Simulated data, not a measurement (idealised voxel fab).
Process module, titled voxel transistor to metal
Square cells of 5 nm make up the cross-section cut, whose width is 270 nm.
Format of a cross-section: grid, square cells. Given as bands. Order: top down. Band: one or more rows of cells.
Top height, bottom height, nm. Materials left to right, width each, nm. Single material + "all across" = fills band edge to edge. "empty" = empty.
For the purposes of this specification, 0 denotes the height below which the wafer in its as-received condition is composed wholly of one material, and the lowermost band, lacking a lower limit, extends downward without end, as expressed in "0 and below".
The width entry "30->40" should be interpreted row by row: the top row of cells in the band takes the first number, the bottom row takes the second number, and the change between adjacent rows is uniform throughout.
For the purposes of this document, the phrase "remained the same" attached to a step denotes that no cell within the cross-section was modified by that step.
Listed in "Enclosed voids": every empty space of 8 or more cells without an open way to the top. Form: width x height at distance, the distance being from the left edge, all in nm.
It should be noted that, on the line of a given step, the content following the step's settings is a remark produced by the simulator itself with respect to that step.
If you see "overlay nm" on a step's line and that step has a mask, it's telling you how far right of where it was planned the mask ended up; a negative number means it went left instead.
Quick note on how to read the rest: it's all pairs. You get the cross-section before a process step and the one after, but the after one only goes down as far as the lowest band that changed. The step in between, with its settings, sits under the pair. Heads up, the pairs can come from different runs of this module on the same starting wafer, so don't assume a pair picks up from the one above unless its "Incoming structure" entry says it does.

INCOMING STRUCTURE
- 35 down to 30: empty 45 nm  TiN 25 nm  empty 5 nm  TiN 25 nm  empty 70 nm  TiN 25 nm  empty 5 nm  TiN 25 nm  empty 45 nm
- 30 down to 25: TiN 50 nm  HfO2 15 nm  TiN 5 nm  empty 5 nm  TiN 5 nm  HfO2 15 nm  TiN 80 nm  HfO2 15 nm  TiN 5 nm  empty 5 nm  TiN 5 nm  HfO2 15 nm  TiN 50 nm
- 25 down to 20: HfO2 55 nm  SiN 5 nm  HfO2 5 nm  TiN 5 nm  empty 5 nm  TiN 5 nm  HfO2 5 nm  SiN 5 nm  HfO2 90 nm  SiN 5 nm  HfO2 5 nm  TiN 5 nm  empty 5 nm  TiN 5 nm  HfO2 5 nm  SiN 5 nm  HfO2 55 nm
- 20 down to 10: SiO2 55 nm  SiN 5 nm  HfO2 5 nm  TiN 5 nm  empty 5 nm  TiN 5 nm  HfO2 5 nm  SiN 5 nm  SiO2 90 nm  SiN 5 nm  HfO2 5 nm  TiN 5 nm  empty 5 nm  TiN 5 nm  HfO2 5 nm  SiN 5 nm  SiO2 55 nm
- 10 down to 5: SiO2 15 nm  SiN 5 nm  SiO2 35 nm  SiN 5 nm  HfO2 5 nm  TiN 5 nm  empty 5 nm  TiN 5 nm  HfO2 5 nm  SiN 5 nm  SiO2 35 nm  SiN 5 nm  SiO2 10 nm  SiN 5 nm  SiO2 35 nm  SiN 5 nm  HfO2 5 nm  TiN 5 nm  empty 5 nm  TiN 5 nm  HfO2 5 nm  SiN 5 nm  SiO2 35 nm  SiN 5 nm  SiO2 15 nm
- 5 down to 0: SiO2 15 nm  SiN 5 nm  SiO2 25 nm  nSi 10 nm  SiN 5 nm  HfO2 5 nm  TiN 15 nm  HfO2 5 nm  SiN 5 nm  nSi 10 nm  SiO2 25 nm  SiN 5 nm  SiO2 10 nm  SiN 5 nm  SiO2 25 nm  nSi 10 nm  SiN 5 nm  HfO2 5 nm  TiN 15 nm  HfO2 5 nm  SiN 5 nm  nSi 10 nm  SiO2 25 nm  SiN 5 nm  SiO2 15 nm
- 0 down to -5: SiO2 45 nm  nSi 10 nm  HfO2 35 nm  nSi 10 nm  SiO2 70 nm  nSi 10 nm  HfO2 35 nm  nSi 10 nm  SiO2 45 nm
- -5 down to -15: SiO2 20 nm  nSi 35 nm  Si 35 nm  nSi 35 nm  SiO2 20 nm  nSi 35 nm  Si 35 nm  nSi 35 nm  SiO2 20 nm
- -15 down to -40: SiO2 20 nm  Si 105 nm  SiO2 20 nm  Si 105 nm  SiO2 20 nm
- -40 and below: Si all across
- Enclosed voids: none

POST-PROCESS SECTION
- 40 down to 35: W all across
- 35 down to 30: W 45 nm  TiN 25 nm  W 5 nm  TiN 25 nm  W 70 nm  TiN 25 nm  W 5 nm  TiN 25 nm  W 45 nm
- 30 down to 25: TiN 50 nm  HfO2 15 nm  TiN 5 nm  W 5 nm  TiN 5 nm  HfO2 15 nm  TiN 80 nm  HfO2 15 nm  TiN 5 nm  W 5 nm  TiN 5 nm  HfO2 15 nm  TiN 50 nm
- 25 down to 20: HfO2 55 nm  SiN 5 nm  HfO2 5 nm  TiN 5 nm  W 5 nm  TiN 5 nm  HfO2 5 nm  SiN 5 nm  HfO2 90 nm  SiN 5 nm  HfO2 5 nm  TiN 5 nm  W 5 nm  TiN 5 nm  HfO2 5 nm  SiN 5 nm  HfO2 55 nm
- 20 down to 10: SiO2 55 nm  SiN 5 nm  HfO2 5 nm  TiN 5 nm  W 5 nm  TiN 5 nm  HfO2 5 nm  SiN 5 nm  SiO2 90 nm  SiN 5 nm  HfO2 5 nm  TiN 5 nm  W 5 nm  TiN 5 nm  HfO2 5 nm  SiN 5 nm  SiO2 55 nm
- 10 down to 5: SiO2 15 nm  SiN 5 nm  SiO2 35 nm  SiN 5 nm  HfO2 5 nm  TiN 5 nm  W 5 nm  TiN 5 nm  HfO2 5 nm  SiN 5 nm  SiO2 35 nm  SiN 5 nm  SiO2 10 nm  SiN 5 nm  SiO2 35 nm  SiN 5 nm  HfO2 5 nm  TiN 5 nm  W 5 nm  TiN 5 nm  HfO2 5 nm  SiN 5 nm  SiO2 35 nm  SiN 5 nm  SiO2 15 nm
- below 5: unchanged
- Enclosed voids: none
Going from the before section above to the after section, the step was FILL_DEP, material W, thk nm 5

Incoming structure: For the state before this step, see the after cross-section of the pair located directly above.

POST-PROCESS SECTION
- 20 down to 10: SiO2 55 nm  SiN 5 nm  HfO2 5 nm  TiN 5 nm  W 5 nm  TiN 5 nm  HfO2 5 nm  SiN 5 nm  SiO2 90 nm  SiN 5 nm  HfO2 5 nm  TiN 5 nm  W 5 nm  TiN 5 nm  HfO2 5 nm  SiN 5 nm  SiO2 55 nm
- below 10: unchanged
- Enclosed voids: none
Going from the before section above to the after section, the step was CMP, height nm 20

Incoming structure: For the state before this step, see the after cross-section of the pair located directly above.

POST-PROCESS SECTION
- 30 down to 20: SiO2 all across
- below 20: unchanged
- Enclosed voids: none
Going from the before section above to the after section, the step was DIRECTIONAL_DEP, material SiO2, thk nm 10

Incoming structure: For the state before this step, see the after cross-section of the pair located directly above.

POST-PROCESS SECTION
- 50 down to 30: resist 30 nm  empty 15 nm  resist 55 nm  empty 15 nm  resist 40 nm  empty 15 nm  resist 55 nm  empty 15 nm  resist 30 nm
- below 30: unchanged
- Enclosed voids: none
Going from the before section above to the after section, the step was PATTERN, tone open, mask id CONTACT, material resist, width nm 15, thk nm 20, overlay nm 0

Incoming structure: For the state before this step, see the after cross-section of the pair located directly above.

POST-PROCESS SECTION
- 50 down to 30: resist 30 nm  empty 15 nm  resist 55 nm  empty 15 nm  resist 40 nm  empty 15 nm  resist 55 nm  empty 15 nm  resist 30 nm
- 30 down to 20: SiO2 30 nm  empty 15 nm  SiO2 55 nm  empty 15 nm  SiO2 40 nm  empty 15 nm  SiO2 55 nm  empty 15 nm  SiO2 30 nm
- 20 down to 10: SiO2 30 nm  empty 15 nm  SiO2 10 nm  SiN 5 nm  HfO2 5 nm  TiN 5 nm  W 5 nm  TiN 5 nm  HfO2 5 nm  SiN 5 nm  SiO2 10 nm  empty 15 nm  SiO2 40 nm  empty 15 nm  SiO2 10 nm  SiN 5 nm  HfO2 5 nm  TiN 5 nm  W 5 nm  TiN 5 nm  HfO2 5 nm  SiN 5 nm  SiO2 10 nm  empty 15 nm  SiO2 30 nm
- 10 down to 5: SiO2 15 nm  SiN 5 nm  SiO2 10 nm  empty 15 nm  SiO2 10 nm  SiN 5 nm  HfO2 5 nm  TiN 5 nm  W 5 nm  TiN 5 nm  HfO2 5 nm  SiN 5 nm  SiO2 10 nm  empty 15 nm  SiO2 10 nm  SiN 5 nm  SiO2 10 nm  SiN 5 nm  SiO2 10 nm  empty 15 nm  SiO2 10 nm  SiN 5 nm  HfO2 5 nm  TiN 5 nm  W 5 nm  TiN 5 nm  HfO2 5 nm  SiN 5 nm  SiO2 10 nm  empty 15 nm  SiO2 10 nm  SiN 5 nm  SiO2 15 nm
- 5 down to 0: SiO2 15 nm  SiN 5 nm  SiO2 10 nm  empty 15 nm  nSi 10 nm  SiN 5 nm  HfO2 5 nm  TiN 15 nm  HfO2 5 nm  SiN 5 nm  nSi 10 nm  empty 15 nm  SiO2 10 nm  SiN 5 nm  SiO2 10 nm  SiN 5 nm  SiO2 10 nm  empty 15 nm  nSi 10 nm  SiN 5 nm  HfO2 5 nm  TiN 15 nm  HfO2 5 nm  SiN 5 nm  nSi 10 nm  empty 15 nm  SiO2 10 nm  SiN 5 nm  SiO2 15 nm
- 0 down to -5: SiO2 30 nm  empty 15 nm  nSi 10 nm  HfO2 35 nm  nSi 10 nm  empty 15 nm  SiO2 40 nm  empty 15 nm  nSi 10 nm  HfO2 35 nm  nSi 10 nm  empty 15 nm  SiO2 30 nm
- below -5: unchanged
- Enclosed voids: none
Going from the before section above to the after section, the step was DIRECTIONAL_ETCH, etch materials SiO2, depth nm 35

Incoming structure: For the state before this step, see the after cross-section of the pair located directly above.

POST-PROCESS SECTION
- 30 down to 20: SiO2 30 nm  empty 15 nm  SiO2 55 nm  empty 15 nm  SiO2 40 nm  empty 15 nm  SiO2 55 nm  empty 15 nm  SiO2 30 nm
- below 20: unchanged
- Enclosed voids: none
Going from the before section above to the after section, the step was STRIP, etch materials resist

Incoming structure: For the state before this step, see the after cross-section of the pair located directly above.

POST-PROCESS SECTION
- 35 down to 30: TiN 35 nm  empty 5 nm  TiN 65 nm  empty 5 nm  TiN 50 nm  empty 5 nm  TiN 65 nm  empty 5 nm  TiN 35 nm
- 30 down to 20: SiO2 30 nm  TiN 5 nm  empty 5 nm  TiN 5 nm  SiO2 55 nm  TiN 5 nm  empty 5 nm  TiN 5 nm  SiO2 40 nm  TiN 5 nm  empty 5 nm  TiN 5 nm  SiO2 55 nm  TiN 5 nm  empty 5 nm  TiN 5 nm  SiO2 30 nm
- 20 down to 10: SiO2 30 nm  TiN 5 nm  empty 5 nm  TiN 5 nm  SiO2 10 nm  SiN 5 nm  HfO2 5 nm  TiN 5 nm  W 5 nm  TiN 5 nm  HfO2 5 nm  SiN 5 nm  SiO2 10 nm  TiN 5 nm  empty 5 nm  TiN 5 nm  SiO2 40 nm  TiN 5 nm  empty 5 nm  TiN 5 nm  SiO2 10 nm  SiN 5 nm  HfO2 5 nm  TiN 5 nm  W 5 nm  TiN 5 nm  HfO2 5 nm  SiN 5 nm  SiO2 10 nm  TiN 5 nm  empty 5 nm  TiN 5 nm  SiO2 30 nm
- 10 down to 5: SiO2 15 nm  SiN 5 nm  SiO2 10 nm  TiN 5 nm  empty 5 nm  TiN 5 nm  SiO2 10 nm  SiN 5 nm  HfO2 5 nm  TiN 5 nm  W 5 nm  TiN 5 nm  HfO2 5 nm  SiN 5 nm  SiO2 10 nm  TiN 5 nm  empty 5 nm  TiN 5 nm  SiO2 10 nm  SiN 5 nm  SiO2 10 nm  SiN 5 nm  SiO2 10 nm  TiN 5 nm  empty 5 nm  TiN 5 nm  SiO2 10 nm  SiN 5 nm  HfO2 5 nm  TiN 5 nm  W 5 nm  TiN 5 nm  HfO2 5 nm  SiN 5 nm  SiO2 10 nm  TiN 5 nm  empty 5 nm  TiN 5 nm  SiO2 10 nm  SiN 5 nm  SiO2 15 nm
- 5 down to 0: SiO2 15 nm  SiN 5 nm  SiO2 10 nm  TiN 5 nm  empty 5 nm  TiN 5 nm  nSi 10 nm  SiN 5 nm  HfO2 5 nm  TiN 15 nm  HfO2 5 nm  SiN 5 nm  nSi 10 nm  TiN 5 nm  empty 5 nm  TiN 5 nm  SiO2 10 nm  SiN 5 nm  SiO2 10 nm  SiN 5 nm  SiO2 10 nm  TiN 5 nm  empty 5 nm  TiN 5 nm  nSi 10 nm  SiN 5 nm  HfO2 5 nm  TiN 15 nm  HfO2 5 nm  SiN 5 nm  nSi 10 nm  TiN 5 nm  empty 5 nm  TiN 5 nm  SiO2 10 nm  SiN 5 nm  SiO2 15 nm
- 0 down to -5: SiO2 30 nm  TiN 15 nm  nSi 10 nm  HfO2 35 nm  nSi 10 nm  TiN 15 nm  SiO2 40 nm  TiN 15 nm  nSi 10 nm  HfO2 35 nm  nSi 10 nm  TiN 15 nm  SiO2 30 nm
- below -5: unchanged
- Enclosed voids: none
Going from the before section above to the after section, the step was CONFORMAL_DEP, material TiN, thk nm 5

Incoming structure: For the state before this step, see the after cross-section of the pair located directly above.

POST-PROCESS SECTION
- 45 down to 35: Ru all across
- 35 down to 30: TiN 35 nm  Ru 5 nm  TiN 65 nm  Ru 5 nm  TiN 50 nm  Ru 5 nm  TiN 65 nm  Ru 5 nm  TiN 35 nm
- 30 down to 20: SiO2 30 nm  TiN 5 nm  Ru 5 nm  TiN 5 nm  SiO2 55 nm  TiN 5 nm  Ru 5 nm  TiN 5 nm  SiO2 40 nm  TiN 5 nm  Ru 5 nm  TiN 5 nm  SiO2 55 nm  TiN 5 nm  Ru 5 nm  TiN 5 nm  SiO2 30 nm
- 20 down to 10: SiO2 30 nm  TiN 5 nm  Ru 5 nm  TiN 5 nm  SiO2 10 nm  SiN 5 nm  HfO2 5 nm  TiN 5 nm  W 5 nm  TiN 5 nm  HfO2 5 nm  SiN 5 nm  SiO2 10 nm  TiN 5 nm  Ru 5 nm  TiN 5 nm  SiO2 40 nm  TiN 5 nm  Ru 5 nm  TiN 5 nm  SiO2 10 nm  SiN 5 nm  HfO2 5 nm  TiN 5 nm  W 5 nm  TiN 5 nm  HfO2 5 nm  SiN 5 nm  SiO2 10 nm  TiN 5 nm  Ru 5 nm  TiN 5 nm  SiO2 30 nm
- 10 down to 5: SiO2 15 nm  SiN 5 nm  SiO2 10 nm  TiN 5 nm  Ru 5 nm  TiN 5 nm  SiO2 10 nm  SiN 5 nm  HfO2 5 nm  TiN 5 nm  W 5 nm  TiN 5 nm  HfO2 5 nm  SiN 5 nm  SiO2 10 nm  TiN 5 nm  Ru 5 nm  TiN 5 nm  SiO2 10 nm  SiN 5 nm  SiO2 10 nm  SiN 5 nm  SiO2 10 nm  TiN 5 nm  Ru 5 nm  TiN 5 nm  SiO2 10 nm  SiN 5 nm  HfO2 5 nm  TiN 5 nm  W 5 nm  TiN 5 nm  HfO2 5 nm  SiN 5 nm  SiO2 10 nm  TiN 5 nm  Ru 5 nm  TiN 5 nm  SiO2 10 nm  SiN 5 nm  SiO2 15 nm
- 5 down to 0: SiO2 15 nm  SiN 5 nm  SiO2 10 nm  TiN 5 nm  Ru 5 nm  TiN 5 nm  nSi 10 nm  SiN 5 nm  HfO2 5 nm  TiN 15 nm  HfO2 5 nm  SiN 5 nm  nSi 10 nm  TiN 5 nm  Ru 5 nm  TiN 5 nm  SiO2 10 nm  SiN 5 nm  SiO2 10 nm  SiN 5 nm  SiO2 10 nm  TiN 5 nm  Ru 5 nm  TiN 5 nm  nSi 10 nm  SiN 5 nm  HfO2 5 nm  TiN 15 nm  HfO2 5 nm  SiN 5 nm  nSi 10 nm  TiN 5 nm  Ru 5 nm  TiN 5 nm  SiO2 10 nm  SiN 5 nm  SiO2 15 nm
- below 0: unchanged
- Enclosed voids: none
Going from the before section above to the after section, the step was FILL_DEP, material Ru, thk nm 10

Incoming structure: For the state before this step, see the after cross-section of the pair located directly above.

POST-PROCESS SECTION
- 30 down to 20: SiO2 30 nm  TiN 5 nm  Ru 5 nm  TiN 5 nm  SiO2 55 nm  TiN 5 nm  Ru 5 nm  TiN 5 nm  SiO2 40 nm  TiN 5 nm  Ru 5 nm  TiN 5 nm  SiO2 55 nm  TiN 5 nm  Ru 5 nm  TiN 5 nm  SiO2 30 nm
- below 20: unchanged
- Enclosed voids: none
Going from the before section above to the after section, the step was CMP, height nm 30

Incoming structure: For the state before this step, see the after cross-section of the pair located directly above.

POST-PROCESS SECTION
- 35 down to 30: TiN all across
- below 30: unchanged
- Enclosed voids: none
Going from the before section above to the after section, the step was DIRECTIONAL_DEP, material TiN, thk nm 5

Incoming structure: For the state before this step, see the after cross-section of the pair located directly above.

POST-PROCESS SECTION
- 50 down to 35: Ru all across
- below 35: unchanged
- Enclosed voids: none
Going from the before section above to the after section, the step was DIRECTIONAL_DEP, material Ru, thk nm 15

Incoming structure: For the state before this step, see the after cross-section of the pair located directly above.

POST-PROCESS SECTION
- 50 down to 35: empty 30 nm  Ru 15 nm  empty 55 nm  Ru 15 nm  empty 40 nm  Ru 15 nm  empty 55 nm  Ru 15 nm  empty 30 nm
- below 35: unchanged
- Enclosed voids: none
Going from the before section above to the after section, the step was MASKED_ETCH, tone cover, mask id METAL_1, width nm 15, etch materials Ru, depth nm 15, overlay nm 0

Incoming structure: For the state before this step, see the after cross-section of the pair located directly above.

POST-PROCESS SECTION
- 50 down to 35: empty 30 nm  Ru 15 nm  empty 55 nm  Ru 15 nm  empty 40 nm  Ru 15 nm  empty 55 nm  Ru 15 nm  empty 30 nm
- 35 down to 30: empty 30 nm  TiN 15 nm  empty 55 nm  TiN 15 nm  empty 40 nm  TiN 15 nm  empty 55 nm  TiN 15 nm  empty 30 nm
- below 30: unchanged
- Enclosed voids: none
Going from the before section above to the after section, the step was MASKED_ETCH, tone cover, mask id METAL_1, width nm 15, etch materials TiN, depth nm 5, overlay nm 0

Incoming structure: For the state before this step, see the after cross-section of the pair located directly above.

POST-PROCESS SECTION
- 55 down to 50: empty 25 nm  SiCN 25 nm  empty 45 nm  SiCN 25 nm  empty 30 nm  SiCN 25 nm  empty 45 nm  SiCN 25 nm  empty 25 nm
- 50 down to 35: empty 25 nm  SiCN 5 nm  Ru 15 nm  SiCN 5 nm  empty 45 nm  SiCN 5 nm  Ru 15 nm  SiCN 5 nm  empty 30 nm  SiCN 5 nm  Ru 15 nm  SiCN 5 nm  empty 45 nm  SiCN 5 nm  Ru 15 nm  SiCN 5 nm  empty 25 nm
- 35 down to 30: SiCN 30 nm  TiN 15 nm  SiCN 55 nm  TiN 15 nm  SiCN 40 nm  TiN 15 nm  SiCN 55 nm  TiN 15 nm  SiCN 30 nm
- below 30: unchanged
- Enclosed voids: none
Going from the before section above to the after section, the step was CONFORMAL_DEP, material SiCN, thk nm 5

Incoming structure: For the state before this step, see the after cross-section of the pair located directly above.

POST-PROCESS SECTION
- 60 down to 55: lowk all across
- 55 down to 50: lowk 25 nm  SiCN 25 nm  lowk 45 nm  SiCN 25 nm  lowk 30 nm  SiCN 25 nm  lowk 45 nm  SiCN 25 nm  lowk 25 nm
- 50 down to 35: lowk 25 nm  SiCN 5 nm  Ru 15 nm  SiCN 5 nm  lowk 45 nm  SiCN 5 nm  Ru 15 nm  SiCN 5 nm  lowk 30 nm  SiCN 5 nm  Ru 15 nm  SiCN 5 nm  lowk 45 nm  SiCN 5 nm  Ru 15 nm  SiCN 5 nm  lowk 25 nm
- below 35: unchanged
- Enclosed voids: none
Going from the before section above to the after section, the step was FILL_DEP, material lowk, thk nm 5

Incoming structure: For the state before this step, see the after cross-section of the pair located directly above.

POST-PROCESS SECTION
- 50 down to 35: lowk 25 nm  SiCN 5 nm  Ru 15 nm  SiCN 5 nm  lowk 45 nm  SiCN 5 nm  Ru 15 nm  SiCN 5 nm  lowk 30 nm  SiCN 5 nm  Ru 15 nm  SiCN 5 nm  lowk 45 nm  SiCN 5 nm  Ru 15 nm  SiCN 5 nm  lowk 25 nm
- below 35: unchanged
- Enclosed voids: none
Going from the before section above to the after section, the step was CMP, height nm 50

Incoming structure: For the state before this step, see the after cross-section of the pair located directly above.

POST-PROCESS SECTION
- 55 down to 50: SiCN all across
- below 50: unchanged
- Enclosed voids: none
Going from the before section above to the after section, the step was CONFORMAL_DEP, material SiCN, thk nm 5

INCOMING STRUCTURE
- 30 down to 25: empty 50 nm  TiN 15 nm  empty 15 nm  TiN 15 nm  empty 80 nm  TiN 15 nm  empty 15 nm  TiN 15 nm  empty 50 nm
- 25 down to 20: TiN 55 nm  SiN 5 nm  TiN 5 nm  empty 15 nm  TiN 5 nm  SiN 5 nm  TiN 90 nm  SiN 5 nm  TiN 5 nm  empty 15 nm  TiN 5 nm  SiN 5 nm  TiN 55 nm
- 20 down to 10: SiO2 55 nm  SiN 5 nm  TiN 5 nm  empty 15 nm  TiN 5 nm  SiN 5 nm  SiO2 90 nm  SiN 5 nm  TiN 5 nm  empty 15 nm  TiN 5 nm  SiN 5 nm  SiO2 55 nm
- 10 down to 5: SiO2 15 nm  SiN 5 nm  SiO2 35 nm  SiN 5 nm  TiN 5 nm  empty 15 nm  TiN 5 nm  SiN 5 nm  SiO2 35 nm  SiN 5 nm  SiO2 10 nm  SiN 5 nm  SiO2 35 nm  SiN 5 nm  TiN 5 nm  empty 15 nm  TiN 5 nm  SiN 5 nm  SiO2 35 nm  SiN 5 nm  SiO2 15 nm
- 5 down to 0: SiO2 15 nm  SiN 5 nm  SiO2 25 nm  nSi 10 nm  SiN 5 nm  TiN 5 nm  empty 15 nm  TiN 5 nm  SiN 5 nm  nSi 10 nm  SiO2 25 nm  SiN 5 nm  SiO2 10 nm  SiN 5 nm  SiO2 25 nm  nSi 10 nm  SiN 5 nm  TiN 5 nm  empty 15 nm  TiN 5 nm  SiN 5 nm  nSi 10 nm  SiO2 25 nm  SiN 5 nm  SiO2 15 nm
- 0 down to -5: SiO2 45 nm  nSi 10 nm  TiN 35 nm  nSi 10 nm  SiO2 70 nm  nSi 10 nm  TiN 35 nm  nSi 10 nm  SiO2 45 nm
- -5 down to -15: SiO2 20 nm  nSi 35 nm  Si 35 nm  nSi 35 nm  SiO2 20 nm  nSi 35 nm  Si 35 nm  nSi 35 nm  SiO2 20 nm
- -15 down to -20: SiO2 20 nm  Si 105 nm  SiO2 20 nm  Si 105 nm  SiO2 20 nm
- -20 and below: Si all across
- Enclosed voids: none

POST-PROCESS SECTION
- 35 down to 30: empty 45 nm  HfO2 25 nm  empty 5 nm  HfO2 25 nm  empty 70 nm  HfO2 25 nm  empty 5 nm  HfO2 25 nm  empty 45 nm
- 30 down to 25: HfO2 50 nm  TiN 15 nm  HfO2 5 nm  empty 5 nm  HfO2 5 nm  TiN 15 nm  HfO2 80 nm  TiN 15 nm  HfO2 5 nm  empty 5 nm  HfO2 5 nm  TiN 15 nm  HfO2 50 nm
- 25 down to 20: TiN 55 nm  SiN 5 nm  TiN 5 nm  HfO2 5 nm  empty 5 nm  HfO2 5 nm  TiN 5 nm  SiN 5 nm  TiN 90 nm  SiN 5 nm  TiN 5 nm  HfO2 5 nm  empty 5 nm  HfO2 5 nm  TiN 5 nm  SiN 5 nm  TiN 55 nm
- 20 down to 10: SiO2 55 nm  SiN 5 nm  TiN 5 nm  HfO2 5 nm  empty 5 nm  HfO2 5 nm  TiN 5 nm  SiN 5 nm  SiO2 90 nm  SiN 5 nm  TiN 5 nm  HfO2 5 nm  empty 5 nm  HfO2 5 nm  TiN 5 nm  SiN 5 nm  SiO2 55 nm
- 10 down to 5: SiO2 15 nm  SiN 5 nm  SiO2 35 nm  SiN 5 nm  TiN 5 nm  HfO2 5 nm  empty 5 nm  HfO2 5 nm  TiN 5 nm  SiN 5 nm  SiO2 35 nm  SiN 5 nm  SiO2 10 nm  SiN 5 nm  SiO2 35 nm  SiN 5 nm  TiN 5 nm  HfO2 5 nm  empty 5 nm  HfO2 5 nm  TiN 5 nm  SiN 5 nm  SiO2 35 nm  SiN 5 nm  SiO2 15 nm
- 5 down to 0: SiO2 15 nm  SiN 5 nm  SiO2 25 nm  nSi 10 nm  SiN 5 nm  TiN 5 nm  HfO2 15 nm  TiN 5 nm  SiN 5 nm  nSi 10 nm  SiO2 25 nm  SiN 5 nm  SiO2 10 nm  SiN 5 nm  SiO2 25 nm  nSi 10 nm  SiN 5 nm  TiN 5 nm  HfO2 15 nm  TiN 5 nm  SiN 5 nm  nSi 10 nm  SiO2 25 nm  SiN 5 nm  SiO2 15 nm
- below 0: unchanged
- Enclosed voids: none
Going from the before section above to the after section, the step was CONFORMAL_DEP, material HfO2, thk nm 5

Incoming structure: For the state before this step, see the after cross-section of the pair located directly above.

POST-PROCESS SECTION
- 40 down to 35: W all across
- 35 down to 30: W 45 nm  HfO2 25 nm  W 5 nm  HfO2 25 nm  W 70 nm  HfO2 25 nm  W 5 nm  HfO2 25 nm  W 45 nm
- 30 down to 25: HfO2 50 nm  TiN 15 nm  HfO2 5 nm  W 5 nm  HfO2 5 nm  TiN 15 nm  HfO2 80 nm  TiN 15 nm  HfO2 5 nm  W 5 nm  HfO2 5 nm  TiN 15 nm  HfO2 50 nm
- 25 down to 20: TiN 55 nm  SiN 5 nm  TiN 5 nm  HfO2 5 nm  W 5 nm  HfO2 5 nm  TiN 5 nm  SiN 5 nm  TiN 90 nm  SiN 5 nm  TiN 5 nm  HfO2 5 nm  W 5 nm  HfO2 5 nm  TiN 5 nm  SiN 5 nm  TiN 55 nm
- 20 down to 10: SiO2 55 nm  SiN 5 nm  TiN 5 nm  HfO2 5 nm  W 5 nm  HfO2 5 nm  TiN 5 nm  SiN 5 nm  SiO2 90 nm  SiN 5 nm  TiN 5 nm  HfO2 5 nm  W 5 nm  HfO2 5 nm  TiN 5 nm  SiN 5 nm  SiO2 55 nm
- 10 down to 5: SiO2 15 nm  SiN 5 nm  SiO2 35 nm  SiN 5 nm  TiN 5 nm  HfO2 5 nm  W 5 nm  HfO2 5 nm  TiN 5 nm  SiN 5 nm  SiO2 35 nm  SiN 5 nm  SiO2 10 nm  SiN 5 nm  SiO2 35 nm  SiN 5 nm  TiN 5 nm  HfO2 5 nm  W 5 nm  HfO2 5 nm  TiN 5 nm  SiN 5 nm  SiO2 35 nm  SiN 5 nm  SiO2 15 nm
- below 5: unchanged
- Enclosed voids: none
Going from the before section above to the after section, the step was FILL_DEP, material W, thk nm 5

Incoming structure: For the state before this step, see the after cross-section of the pair located directly above.

POST-PROCESS SECTION
- 20 down to 10: SiO2 55 nm  SiN 5 nm  TiN 5 nm  HfO2 5 nm  W 5 nm  HfO2 5 nm  TiN 5 nm  SiN 5 nm  SiO2 90 nm  SiN 5 nm  TiN 5 nm  HfO2 5 nm  W 5 nm  HfO2 5 nm  TiN 5 nm  SiN 5 nm  SiO2 55 nm
- below 10: unchanged
- Enclosed voids: none
Going from the before section above to the after section, the step was CMP, height nm 20

Incoming structure: For the state before this step, see the after cross-section of the pair located directly above.

POST-PROCESS SECTION
- 30 down to 20: SiO2 all across
- below 20: unchanged
- Enclosed voids: none
Going from the before section above to the after section, the step was DIRECTIONAL_DEP, material SiO2, thk nm 10

Incoming structure: For the state before this step, see the after cross-section of the pair located directly above.

POST-PROCESS SECTION
- 50 down to 30: resist 30 nm  empty 15 nm  resist 55 nm  empty 15 nm  resist 40 nm  empty 15 nm  resist 55 nm  empty 15 nm  resist 30 nm
- below 30: unchanged
- Enclosed voids: none
Going from the before section above to the after section, the step was PATTERN, tone open, mask id CONTACT, material resist, width nm 15, thk nm 20, overlay nm 0

Incoming structure: For the state before this step, see the after cross-section of the pair located directly above.

POST-PROCESS SECTION
- 50 down to 30: resist 30 nm  empty 15 nm  resist 55 nm  empty 15 nm  resist 40 nm  empty 15 nm  resist 55 nm  empty 15 nm  resist 30 nm
- 30 down to 20: SiO2 30 nm  empty 15 nm  SiO2 55 nm  empty 15 nm  SiO2 40 nm  empty 15 nm  SiO2 55 nm  empty 15 nm  SiO2 30 nm
- 20 down to 10: SiO2 30 nm  empty 15 nm  SiO2 10 nm  SiN 5 nm  TiN 5 nm  HfO2 5 nm  W 5 nm  HfO2 5 nm  TiN 5 nm  SiN 5 nm  SiO2 10 nm  empty 15 nm  SiO2 40 nm  empty 15 nm  SiO2 10 nm  SiN 5 nm  TiN 5 nm  HfO2 5 nm  W 5 nm  HfO2 5 nm  TiN 5 nm  SiN 5 nm  SiO2 10 nm  empty 15 nm  SiO2 30 nm
- 10 down to 5: SiO2 15 nm  SiN 5 nm  SiO2 10 nm  empty 15 nm  SiO2 10 nm  SiN 5 nm  TiN 5 nm  HfO2 5 nm  W 5 nm  HfO2 5 nm  TiN 5 nm  SiN 5 nm  SiO2 10 nm  empty 15 nm  SiO2 10 nm  SiN 5 nm  SiO2 10 nm  SiN 5 nm  SiO2 10 nm  empty 15 nm  SiO2 10 nm  SiN 5 nm  TiN 5 nm  HfO2 5 nm  W 5 nm  HfO2 5 nm  TiN 5 nm  SiN 5 nm  SiO2 10 nm  empty 15 nm  SiO2 10 nm  SiN 5 nm  SiO2 15 nm
- 5 down to 0: SiO2 15 nm  SiN 5 nm  SiO2 10 nm  empty 15 nm  nSi 10 nm  SiN 5 nm  TiN 5 nm  HfO2 15 nm  TiN 5 nm  SiN 5 nm  nSi 10 nm  empty 15 nm  SiO2 10 nm  SiN 5 nm  SiO2 10 nm  SiN 5 nm  SiO2 10 nm  empty 15 nm  nSi 10 nm  SiN 5 nm  TiN 5 nm  HfO2 15 nm  TiN 5 nm  SiN 5 nm  nSi 10 nm  empty 15 nm  SiO2 10 nm  SiN 5 nm  SiO2 15 nm
- 0 down to -5: SiO2 30 nm  empty 15 nm  nSi 10 nm  TiN 35 nm  nSi 10 nm  empty 15 nm  SiO2 40 nm  empty 15 nm  nSi 10 nm  TiN 35 nm  nSi 10 nm  empty 15 nm  SiO2 30 nm
- below -5: unchanged
- Enclosed voids: none
Going from the before section above to the after section, the step was DIRECTIONAL_ETCH, etch materials SiO2, depth nm 35

Incoming structure: For the state before this step, see the after cross-section of the pair located directly above.

POST-PROCESS SECTION
- 30 down to 20: SiO2 30 nm  empty 15 nm  SiO2 55 nm  empty 15 nm  SiO2 40 nm  empty 15 nm  SiO2 55 nm  empty 15 nm  SiO2 30 nm
- below 20: unchanged
- Enclosed voids: none
Going from the before section above to the after section, the step was STRIP, etch materials resist
